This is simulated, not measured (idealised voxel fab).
The process module presented herein is designated voxel wiring stack.
Square cell edge 5 nm, section width 195 nm, ID cut.
The cross-sections in this document take the form of a grid made of square cells. They are written out as bands, in order from top to bottom. Each band consists of one or more rows of cells.
Per band: top height and bottom height in nm, followed by the left-to-right materials and their widths in nm; "everywhere" marks a single material spanning edge to edge, "empty" marks empty space.
Counting heights begins at 0, where everything beneath is, in the wafer as received, one material. The lowest band has no bottom; it goes on downwards, as "0 down" shows.
The width entry "30->40" should be interpreted row by row: the top row of cells in the band takes the first number, the bottom row takes the second number, and the change between adjacent rows is uniform throughout.
"no change" for a step: no cell of the cross-section changed in that step.
Non-vented voids: empty space of 8 cells or more with no open way to the top, each as width x height at its distance from the left edge, in nm
Past the settings on a step's line: simulator remark, on that step.
The "overlay nm" setting may appear on a step's line; for a step that uses a mask, it gives how far to the right of its planned position the mask lay, and a negative value indicates the left.
List of planned process steps
1) RECEIVE: material Si
2) CONFORMAL_DEP: material SiO2, thk nm 10
3) DIRECTIONAL_DEP: material TiN, thk nm 5
4) DIRECTIONAL_DEP: material Ru, thk nm 20
5) PATTERN: tone cover, mask id METAL_1, material resist, width nm 30, pitch nm 45, thk nm 15, overlay nm 0
6) DIRECTIONAL_ETCH: etch materials Ru, depth nm 20
7) DIRECTIONAL_ETCH: etch materials TiN, depth nm 5
8) STRIP: etch materials resist
9) FILL_DEP: material lowk, thk nm 10
10) CMP: height nm 35
11) CONFORMAL_DEP: material SiCN, thk nm 5
12) DIRECTIONAL_DEP: material lowk, thk nm 20
13) DIRECTIONAL_DEP: material aC, thk nm 15
14) PATTERN: tone open, mask id PLUG_1, material resist, width nm 15, pitch nm 45, thk nm 35, overlay nm 0
15) DIRECTIONAL_ETCH: etch materials aC, depth nm 15
16) STRIP: etch materials resist
17) DIRECTIONAL_ETCH: etch materials lowk, depth nm 20
18) DIRECTIONAL_ETCH: etch materials SiCN, depth nm 5
19) STRIP: etch materials aC
20) CONFORMAL_DEP: material TiN, thk nm 5
21) FILL_DEP: material Ru, thk nm 10
22) CMP: height nm 50
23) DIRECTIONAL_DEP: material TiN, thk nm 5
24) DIRECTIONAL_DEP: material W, thk nm 15
25) PATTERN: tone cover, mask id METAL_2, material resist, width nm 30, pitch nm 45, thk nm 15, overlay nm 0
26) DIRECTIONAL_ETCH: etch materials W, depth nm 15
27) DIRECTIONAL_ETCH: etch materials TiN, depth nm 5
28) STRIP: etch materials resist
29) FILL_DEP: material lowk, thk nm 10
30) CMP: height nm 80
31) CONFORMAL_DEP: material SiCN, thk nm 5
32) DIRECTIONAL_DEP: material SiO2, thk nm 35
33) DIRECTIONAL_DEP: material aC, thk nm 10
34) PATTERN: tone open, mask id METAL_3, material resist, width nm 30, pitch nm 45, thk nm 30, overlay nm 0
35) DIRECTIONAL_ETCH: etch materials aC, depth nm 10
36) STRIP: etch materials resist
37) DIRECTIONAL_ETCH: etch materials SiO2, depth nm 20
38) STRIP: etch materials aC
39) DIRECTIONAL_DEP: material aC, thk nm 15
40) PATTERN: tone open, mask id METAL_3_HOLES, material resist, width nm 15, pitch nm 90, thk nm 30, overlay nm 0
41) DIRECTIONAL_ETCH: etch materials aC, depth nm 15
42) STRIP: etch materials resist
43) DIRECTIONAL_ETCH: etch materials SiO2, depth nm 15
44) DIRECTIONAL_ETCH: etch materials SiCN, depth nm 5
45) STRIP: etch materials aC
46) CONFORMAL_DEP: material TiN, thk nm 5
47) FILL_DEP: material Ru, thk nm 5
48) CMP: height nm 120
49) CONFORMAL_DEP: material SiCN, thk nm 5
Wafers differ in height nm at step 22; plan lists the first wafer's value; identical starting state.
After step 1, as received: first of several wafers, cross-section
  0 down | Si everywhere
  Non-vented voids: none
Module finished, last step 49 done: cross-section of the first of several wafers
  125 to 120 | SiCN everywhere
  120 to 105 | 15 nm SiO2; 5 nm TiN; 20 nm Ru; 5 nm TiN; 15 nm SiO2; 5 nm TiN; 20 nm Ru; 5 nm TiN; 15 nm SiO2; 5 nm TiN; 20 nm Ru; 5 nm TiN; 15 nm SiO2; 5 nm TiN; 20 nm Ru; 5 nm TiN; 15 nm SiO2
  105 to 100 | 15 nm SiO2; 5 nm TiN; 5 nm Ru; 20 nm TiN; 15 nm SiO2; 30 nm TiN; 15 nm SiO2; 5 nm TiN; 5 nm Ru; 20 nm TiN; 15 nm SiO2; 30 nm TiN; 15 nm SiO2
  100 to 85 | 15 nm SiO2; 5 nm TiN; 5 nm Ru; 5 nm TiN; 75 nm SiO2; 5 nm TiN; 5 nm Ru; 5 nm TiN; 75 nm SiO2
  85 to 80 | 15 nm SiCN; 15 nm TiN; 75 nm SiCN; 15 nm TiN; 75 nm SiCN
  80 to 70 | lowk everywhere
  70 to 55 | 15 nm lowk; 30 nm W; 15 nm lowk; 30 nm W; 15 nm lowk; 30 nm W; 15 nm lowk; 30 nm W; 15 nm lowk
  55 to 50 | 15 nm lowk; 30 nm TiN; 15 nm lowk; 30 nm TiN; 15 nm lowk; 30 nm TiN; 15 nm lowk; 30 nm TiN; 15 nm lowk
  50 to 40 | 15 nm lowk; 5 nm TiN; 5 nm Ru; 5 nm TiN; 30 nm lowk; 5 nm TiN; 5 nm Ru; 5 nm TiN; 30 nm lowk; 5 nm TiN; 5 nm Ru; 5 nm TiN; 30 nm lowk; 5 nm TiN; 5 nm Ru; 5 nm TiN; 30 nm lowk
  40 to 35 | 15 nm SiCN; 15 nm TiN; 30 nm SiCN; 15 nm TiN; 30 nm SiCN; 15 nm TiN; 30 nm SiCN; 15 nm TiN; 30 nm SiCN
  35 to 15 | 15 nm lowk; 30 nm Ru; 15 nm lowk; 30 nm Ru; 15 nm lowk; 30 nm Ru; 15 nm lowk; 30 nm Ru; 15 nm lowk
  15 to 10 | 15 nm lowk; 30 nm TiN; 15 nm lowk; 30 nm TiN; 15 nm lowk; 30 nm TiN; 15 nm lowk; 30 nm TiN; 15 nm lowk
  10 to 0 | SiO2 everywhere
  0 down | Si everywhere
  Non-vented voids: none
Last wafer of the set, cross-sectioned at end of module
  125 to 120 | SiCN everywhere
  120 to 105 | 15 nm SiO2; 5 nm TiN; 20 nm Ru; 5 nm TiN; 15 nm SiO2; 5 nm TiN; 20 nm Ru; 5 nm TiN; 15 nm SiO2; 5 nm TiN; 20 nm Ru; 5 nm TiN; 15 nm SiO2; 5 nm TiN; 20 nm Ru; 5 nm TiN; 15 nm SiO2
  105 to 100 | 15 nm SiO2; 5 nm TiN; 5 nm Ru; 20 nm TiN; 15 nm SiO2; 30 nm TiN; 15 nm SiO2; 5 nm TiN; 5 nm Ru; 20 nm TiN; 15 nm SiO2; 30 nm TiN; 15 nm SiO2
  100 to 85 | 15 nm SiO2; 5 nm TiN; 5 nm Ru; 5 nm TiN; 75 nm SiO2; 5 nm TiN; 5 nm Ru; 5 nm TiN; 75 nm SiO2
  85 to 80 | 15 nm SiCN; 15 nm TiN; 75 nm SiCN; 15 nm TiN; 75 nm SiCN
  80 to 75 | 15 nm lowk; 30 nm TiN; 15 nm lowk; 30 nm TiN; 15 nm lowk; 30 nm TiN; 15 nm lowk; 30 nm TiN; 15 nm lowk
  75 to 65 | Ru everywhere
  65 to 60 | 20 nm TiN; 5 nm Ru; 40 nm TiN; 5 nm Ru; 40 nm TiN; 5 nm Ru; 40 nm TiN; 5 nm Ru; 35 nm TiN
  60 to 40 | 15 nm lowk; 5 nm TiN; 5 nm Ru; 5 nm TiN; 30 nm lowk; 5 nm TiN; 5 nm Ru; 5 nm TiN; 30 nm lowk; 5 nm TiN; 5 nm Ru; 5 nm TiN; 30 nm lowk; 5 nm TiN; 5 nm Ru; 5 nm TiN; 30 nm lowk
  40 to 35 | 15 nm SiCN; 15 nm TiN; 30 nm SiCN; 15 nm TiN; 30 nm SiCN; 15 nm TiN; 30 nm SiCN; 15 nm TiN; 30 nm SiCN
  35 to 15 | 15 nm lowk; 30 nm Ru; 15 nm lowk; 30 nm Ru; 15 nm lowk; 30 nm Ru; 15 nm lowk; 30 nm Ru; 15 nm lowk
  15 to 10 | 15 nm lowk; 30 nm TiN; 15 nm lowk; 30 nm TiN; 15 nm lowk; 30 nm TiN; 15 nm lowk; 30 nm TiN; 15 nm lowk
  10 to 0 | SiO2 everywhere
  0 down | Si everywhere
  Non-vented voids: none
Rows = wafers. At module end, each row lists per material the cells gained (+) or lost (-) since the wafer was received, then the closed voids
height nm 50 | +160 Ru | +99 SiCN | +237 SiO2 | +140 TiN | +72 W | +267 lowk | Non-vented voids: none
height nm 55 | +164 Ru | +99 SiCN | +237 SiO2 | +148 TiN | +72 W | +255 lowk | Non-vented voids: none
height nm 60 | +168 Ru | +99 SiCN | +237 SiO2 | +156 TiN | +72 W | +243 lowk | Non-vented voids: none
height nm 65 | +172 Ru | +99 SiCN | +237 SiO2 | +191 TiN | +48 W | +228 lowk | Non-vented voids: none
height nm 70 | +211 Ru | +99 SiCN | +237 SiO2 | +191 TiN | +24 W | +213 lowk | Non-vented voids: none
height nm 75 | +250 Ru | +99 SiCN | +237 SiO2 | +191 TiN | +198 lowk | Non-vented voids: none
